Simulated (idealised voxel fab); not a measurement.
Title: Process Module voxel local oxidation
Square cell edge 5 nm, section width 240 nm, ID cut.
Just so we're on the same page, the cross-sections are grids of square cells, and they're listed out in bands top to bottom, each band one or more rows deep.
For a band, the entry starts with two heights in nm, that of the top and then that of the bottom, and carries on with the band's materials in order from left to right, each alongside its width in nm; the word "throughout" beside a single material means it fills the band edge to edge, and "empty" means empty space.
Convention: height 0 is the level below which the wafer, as received, is all one material. The lowest band does not terminate at the bottom but continues downward, represented as "0 down".
You'd read "30->40" like this: the band's top row of cells is as wide as the first number, its bottom row is as wide as the second, and going down, every row changes width by the same amount as the row before did.
No cell of the cross-section changed in a step that is given as "remains unaltered".
"Completely sealed voids" specifies each empty space that is not open to the top and that occupies no fewer than 8 cells, using the form width x height at distance, the distance measured from the left edge and all three quantities in nm.
The remark found on a step's line after its settings is issued by the simulator itself and pertains to that step.
What "overlay nm" on a step's line means: if the step has a mask, that mask lay this far to the right of its planned place, or, when the value is negative, to the left.

Here's what the planned process steps look like:
- 1: RECEIVE, material Si
- 2: CONFORMAL_DEP, material SiO2, thk nm 5
- 3: CONFORMAL_DEP, material SiN, thk nm 10
- 4: PATTERN, tone cover, mask id ACTIVE, material resist, width nm 95, thk nm 15, overlay nm 0
- 5: DIRECTIONAL_ETCH, etch materials SiN, depth nm 10
- 6: STRIP, etch materials resist
- 7: SELECTIVE_ETCH, etch materials SiO2, depth nm 5
- 8: OXIDIZE, depth nm 5
- 9: STRIP, etch materials SiN
The value of depth nm given for step 8 in the plan refers to the first wafer; the wafers vary in this setting and are alike at the start.

First of several wafers (as received, post step 1), cross-sectional view:
> 0 down = Si throughout
> Completely sealed voids: none

The rows of the table below are wafers. Looking at the end of the module, a row counts, for every material, the cells the wafer has gained, shown as (+), or lost, shown as (-), since it was received; its closed voids come next:
depth nm 5; -33 Si; +50 SiO2; Completely sealed voids: none
depth nm 10; -70 Si; +87 SiO2; Completely sealed voids: none
depth nm 15; -111 Si; +128 SiO2; Completely sealed voids: none
depth nm 20; -156 Si; +173 SiO2; Completely sealed voids: none
depth nm 25; -205 Si; +222 SiO2; Completely sealed voids: none
